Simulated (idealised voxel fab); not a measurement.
process module | voxel released beams
cross-section cut | 190 nm wide | cells 5 nm
A cross-section is a grid of square cells, given in bands from the top down. A band is one or more rows of cells.
Each band's line starts with the height of the band's top and of its bottom, in nm. Then come its materials from left to right, each with its width in nm. One material with "throughout" fills the band from edge to edge. "air" is empty space.
Height 0 is the level under which the wafer as received is all one material. The lowest band goes on downwards, as in "0 down".
A width such as "30 to 40" changes by the same amount from each row of cells to the next, from the band's top row to its bottom row.
"no change" after a step means that no cell of the cross-section changed.
closed voids: empty space of 8 cells or more with no open way to the top, each as width x height at its distance from the left edge, in nm
after a step's settings: what the simulator itself notes on the step
overlay nm, on a step with a mask: how far to the right of its planned place the mask lay; to the left if negative
plan
1 op RECEIVE | material Si
2 op CONFORMAL_DEP | material SiN | thk nm 10
3 op DIRECTIONAL_DEP | material SiO2 | thk nm 10
4 op DIRECTIONAL_DEP | material aC | thk nm 15
5 op PATTERN | tone open | mask id ANCHOR | material resist | width nm 25 | thk nm 35 | overlay nm 0
6 op DIRECTIONAL_ETCH | etch materials aC | depth nm 15
7 op STRIP | etch materials resist
8 op DIRECTIONAL_ETCH | etch materials SiO2 | depth nm 10
9 op STRIP | etch materials aC
10 op CONFORMAL_DEP | material TiN | thk nm 10
11 op DIRECTIONAL_DEP | material aC | thk nm 10
12 op PATTERN | tone cover | mask id BEAM | material resist | width nm 100 | thk nm 30 | overlay nm 0
13 op DIRECTIONAL_ETCH | etch materials aC | depth nm 10
14 op STRIP | etch materials resist
15 op DIRECTIONAL_ETCH | etch materials TiN | depth nm 10
16 op STRIP | etch materials aC
17 op STRIP | etch materials SiO2
varied across the wafers: width nm of step 5. The plan shows the first wafer's value. All wafers start alike
first wafer as received, after step 1
  0 down: Si throughout
  closed voids: none
each wafer at the end: cells of each material gained (+) or lost (-) since it was received, then its closed voids
width nm 25 | +76 SiN | +48 TiN | closed voids: none
width nm 30 | +76 SiN | +48 TiN | closed voids: none
width nm 35 | +76 SiN | +48 TiN | closed voids: none
width nm 40 | +76 SiN | +48 TiN | closed voids: none
width nm 45 | +76 SiN | +48 TiN | closed voids: none
width nm 50 | +76 SiN | +48 TiN | closed voids: none
